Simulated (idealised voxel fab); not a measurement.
You're looking at the process module voxel ribs on slabs.
240 nm wide, 5 nm square cells: that's cross-section cut.
Each cross-section below is a grid of square cells, stated as bands in top-down order, with one or more rows of cells making up each band. The band entry comprises the height of the band's top followed by the height of its bottom, expressed in nm, and subsequently the band's materials from left to right, each stated together with its width in nm. Where a single material is marked with the word "all across", that material fills the band from edge to edge. The word "air" represents empty space. Basically, 0 is our baseline, since under it the wafer straight out of the box is all one material. The bottom band has no lower end and keeps on going down, so it looks like "0 down". Note: "30 to 40" means the width goes from the first number (top row of the band) to the second number (bottom row) in equal steps per row of cells. Basically "identical to before" means that step didn't change any cell in the cross-section. Entry "Entrapped voids". Content: empty spaces with no open connection to the top, size 8 cells or greater. Each: width x height at distance. Distance: from left edge. Unit: nm. On each step's line, the part that comes after the settings is the simulator's own comment on the step. overlay nm: where the mask lay relative to plan, measured to the right, on steps with a mask; negatives go left.

Set out below are the planned steps of the process
1: RECEIVE (material Si)
2: DIRECTIONAL_DEP (material SiO2; thk nm 30)
3: DIRECTIONAL_DEP (material SiN; thk nm 20)
4: MASKED_ETCH (tone cover; mask id RIB; width nm 30; etch materials SiN; depth nm 10; overlay nm 0)
5: PATTERN (tone cover; mask id SLAB; material resist; width nm 60; thk nm 20; overlay nm 0)
6: DIRECTIONAL_ETCH (etch materials SiN; depth nm 10)
7: STRIP (etch materials resist)
8: FILL_DEP (material SiO2; thk nm 20)
9: CMP (height nm 60)
10: DIRECTIONAL_DEP (material TiN; thk nm 10)
11: MASKED_ETCH (tone cover; mask id HEATER; width nm 40; etch materials TiN; depth nm 10; overlay nm 0)
12: CONFORMAL_DEP (material SiO2; thk nm 5)

Shown in cross-section is the wafer as received, that is, as it stands after step 1
  0 down | Si all across
  Entrapped voids: none

Here's the cross-section of the first of our two wafers at the end of the module - it ran as planned
  75 to 70 | 95 nm air | 50 nm SiO2 | 95 nm air
  70 to 65 | 95 nm air | 5 nm SiO2 | 40 nm TiN | 5 nm SiO2 | 95 nm air
  65 to 60 | 100 nm SiO2 | 40 nm TiN | 100 nm SiO2
  60 to 50 | SiO2 all across
  50 to 40 | 105 nm SiO2 | 30 nm SiN | 105 nm SiO2
  40 to 30 | 90 nm SiO2 | 60 nm SiN | 90 nm SiO2
  30 to 0 | SiO2 all across
  0 down | Si all across
  Entrapped voids: none

Here is the second of the two wafers cut open at the end of the module - same start, same plan as the first one, but we made one mistake running it
  75 to 70 | 95 nm air | 50 nm SiO2 | 95 nm air
  70 to 65 | 95 nm air | 5 nm SiO2 | 40 nm TiN | 5 nm SiO2 | 95 nm air
  65 to 60 | 100 nm SiO2 | 40 nm TiN | 100 nm SiO2
  60 to 50 | SiO2 all across
  50 to 40 | 100 nm SiO2 | 30 nm SiN | 110 nm SiO2
  40 to 30 | 90 nm SiO2 | 60 nm SiN | 90 nm SiO2
  30 to 0 | SiO2 all across
  0 down | Si all across
  Entrapped voids: none
Deviation from plan: step 4 went in with a setting other than planned; the actual run was MASKED_ETCH (tone cover; mask id RIB; width nm 30; etch materials SiN; depth nm 10; overlay nm -5)
When the process is done, the second wafer contains the same cell count of every material as the first wafer, but distributed over other locations.
